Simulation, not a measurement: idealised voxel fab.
You're looking at the process module voxel self aligned vias.
Each square cell in cross-section cut measures 5 nm, and the section as a whole is 285 nm wide.
Reading order for cross-sections: top band down to bottom band. Underlying form: a grid of square cells. Band size: one or more rows of cells. The band entry comprises the height of the band's top followed by the height of its bottom, expressed in nm, and subsequently the band's materials from left to right, each stated together with its width in nm. Where a single material is marked with the word "throughout", that material fills the band from edge to edge. The word "empty" represents empty space. Measure heights from 0. That's the level where, below it, the as-received wafer is all one material. The lowest band is bottomless and extends downward; write it as in "0..down". You'd read "30..40" like this: the band's top row of cells is as wide as the first number, its bottom row is as wide as the second, and going down, every row changes width by the same amount as the row before did. Where the words "nothing different" appear for a step, the cross-section shows no cell changed by that step; every cell remained as before. In the "Entrapped voids" entry, you get each enclosed empty space of 8 cells or more, one with no open way to the top, written width x height at distance, distance from the left edge, in nm. after a step's settings: what the simulator itself notes on the step. If you see "overlay nm" on a step's line and that step has a mask, it's telling you how far right of where it was planned the mask ended up; a negative number means it went left instead.
# Here's what the planned process steps look like
- 1: RECEIVE with material Si
- 2: CONFORMAL_DEP with material SiO2, thk nm 10
- 3: CONFORMAL_DEP with material SiCN, thk nm 5
- 4: DIRECTIONAL_DEP with material SiO2, thk nm 30
- 5: MASKED_ETCH with tone open, mask id LINES, width nm 25, pitch nm 60, etch materials SiO2, depth nm 30, overlay nm 0
- 6: CONFORMAL_DEP with material TiN, thk nm 5
- 7: FILL_DEP with material Ru, thk nm 5
- 8: CMP with height nm 45
- 9: SELECTIVE_ETCH with etch materials W Ru TiN, depth nm 10
- 10: FILL_DEP with material SiN, thk nm 5
- 11: CMP with height nm 45
- 12: DIRECTIONAL_DEP with material SiO2, thk nm 20
- 13: DIRECTIONAL_DEP with material aC, thk nm 10
- 14: PATTERN with tone open, mask id VIAS, material resist, width nm 45, pitch nm 60, thk nm 30, overlay nm -15
- 15: DIRECTIONAL_ETCH with etch materials aC, depth nm 10
- 16: STRIP with etch materials resist
- 17: DIRECTIONAL_ETCH with etch materials SiO2, depth nm 20
- 18: DIRECTIONAL_ETCH with etch materials SiN, depth nm 10
- 19: STRIP with etch materials aC
- 20: CONFORMAL_DEP with material TiN, thk nm 5
- 21: FILL_DEP with material Ru, thk nm 10
- 22: CMP with height nm 65
- 23: CONFORMAL_DEP with material SiCN, thk nm 5
For clarity, it should be stated that the wafers under discussion commence in an identical condition and differ with respect to the overlay nm of step 14, the plan indicating the value that the first wafer had.
# Here's the first of the wafers in cross-section, just as we got it, i.e. after step 1
    0..down: Si throughout
    Entrapped voids: none
# Where each wafer stands at the end of the module, a row apiece: cells of each material gained (+) or lost (-) since it was received, then closed voids
overlay nm -15, +68 Ru, +114 SiCN, +4 SiN, +552 SiO2, +60 TiN, Entrapped voids: none
overlay nm -10, +72 Ru, +114 SiCN, +552 SiO2, +60 TiN, Entrapped voids: none
overlay nm -5, +72 Ru, +114 SiCN, +552 SiO2, +60 TiN, Entrapped voids: none
overlay nm 0, +72 Ru, +114 SiCN, +552 SiO2, +60 TiN, Entrapped voids: none
overlay nm 5, +72 Ru, +114 SiCN, +552 SiO2, +60 TiN, Entrapped voids: none
overlay nm 10, +72 Ru, +114 SiCN, +552 SiO2, +60 TiN, Entrapped voids: none
overlay nm 15, +68 Ru, +114 SiCN, +4 SiN, +552 SiO2, +60 TiN, Entrapped voids: none
